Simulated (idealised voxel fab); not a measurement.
Process module, titled voxel fin reveal
Each square cell in cross-section cut measures 5 nm, and the section as a whole is 245 nm wide.
Think of the cross-section as a grid of square cells. We describe it in bands, top to bottom, and each band covers one or more rows of those cells. It is stipulated that each band's entry specify, in nanometres, the height of the top of the band and then that of its bottom, followed by the materials of the band in left-to-right sequence, each together with its width in nanometres. A single material marked by the word "full width" is understood to fill the band from edge to edge; the word "air" is understood to denote empty space. Heights from 0 (as-received wafer is one material below). Bottom band endless downward, as "0 -> down". Note: "30..40" means the width goes from the first number (top row of the band) to the second number (bottom row) in equal steps per row of cells. What does "no modification" mean for a step? It means no cell of the cross-section changed in that step. "Completely enclosed voids" enumerates empty spaces isolated from the top, with no open way to it, that contain at least 8 cells, giving each as width x height at distance from the left edge, all three in nm. Step line, after settings: the simulator's comment on this step. overlay nm: step with mask; distance mask lay right of planned place; negative value = left of planned place.

### Steps planned for the process
1: RECEIVE [material Si]
2: CONFORMAL_DEP [material SiN] [thk nm 5]
3: MASKED_ETCH [tone cover] [mask id FINS] [width nm 15] [pitch nm 45] [etch materials SiN] [depth nm 5] [overlay nm 0]
4: MASKED_ETCH [tone cover] [mask id FINS] [width nm 15] [pitch nm 45] [etch materials Si] [depth nm 30] [overlay nm 0]
5: OXIDIZE [depth nm 5]
6: FILL_DEP [material SiO2] [thk nm 10]
7: CMP [height nm 5]
8: SELECTIVE_ETCH [etch materials SiO2] [depth nm 20]
9: STRIP [etch materials SiN]
10: CONFORMAL_DEP [material HfO2] [thk nm 5]

### Cross-section of the wafer as it came to us, i.e., already through step 1
> 0 -> down = Si full width
> Completely enclosed voids: none

### Looking at the first of two wafers in cross-section at end of module - ran to plan
> 5 -> 0 = air 70 nm | HfO2 15 nm | air 30 nm | HfO2 15 nm | air 30 nm | HfO2 15 nm | air 70 nm
> 0 -> -10 = air 70 nm | HfO2 5 nm | Si 5 nm | HfO2 5 nm | air 30 nm | HfO2 5 nm | Si 5 nm | HfO2 5 nm | air 30 nm | HfO2 5 nm | Si 5 nm | HfO2 5 nm | air 70 nm
> -10 -> -15 = HfO2 75 nm | Si 5 nm | HfO2 40 nm | Si 5 nm | HfO2 40 nm | Si 5 nm | HfO2 75 nm
> -15 -> -35 = SiO2 75 nm | Si 5 nm | SiO2 40 nm | Si 5 nm | SiO2 40 nm | Si 5 nm | SiO2 75 nm
> -35 -> down = Si full width
> Completely enclosed voids: none

### The second wafer, shown in cross-section after the module: started the same way as the first and given the same plan, yet one mistake crept into how it was run
> 5 -> 0 = air 70 nm | HfO2 15 nm | air 30 nm | HfO2 15 nm | air 30 nm | HfO2 15 nm | air 70 nm
> 0 -> -10 = air 70 nm | HfO2 5 nm | Si 5 nm | HfO2 5 nm | air 30 nm | HfO2 5 nm | Si 5 nm | HfO2 5 nm | air 30 nm | HfO2 5 nm | Si 5 nm | HfO2 5 nm | air 70 nm
> -10 -> -15 = HfO2 55 nm | air 15 nm | HfO2 5 nm | Si 5 nm | HfO2 5 nm | air 30 nm | HfO2 5 nm | Si 5 nm | HfO2 5 nm | air 30 nm | HfO2 5 nm | Si 5 nm | HfO2 5 nm | air 15 nm | HfO2 55 nm
> -15 -> -20 = SiO2 50 nm | HfO2 25 nm | Si 5 nm | HfO2 40 nm | Si 5 nm | HfO2 40 nm | Si 5 nm | HfO2 25 nm | SiO2 50 nm
> -20 -> -35 = SiO2 75 nm | Si 5 nm | SiO2 40 nm | Si 5 nm | SiO2 40 nm | Si 5 nm | SiO2 75 nm
> -35 -> down = Si full width
> Completely enclosed voids: none
Want to know what went wrong? steps 8 and 9: order swapped relative to plan
at the end the second wafer has, in cells: 8 more of HfO2; 26 fewer of SiO2
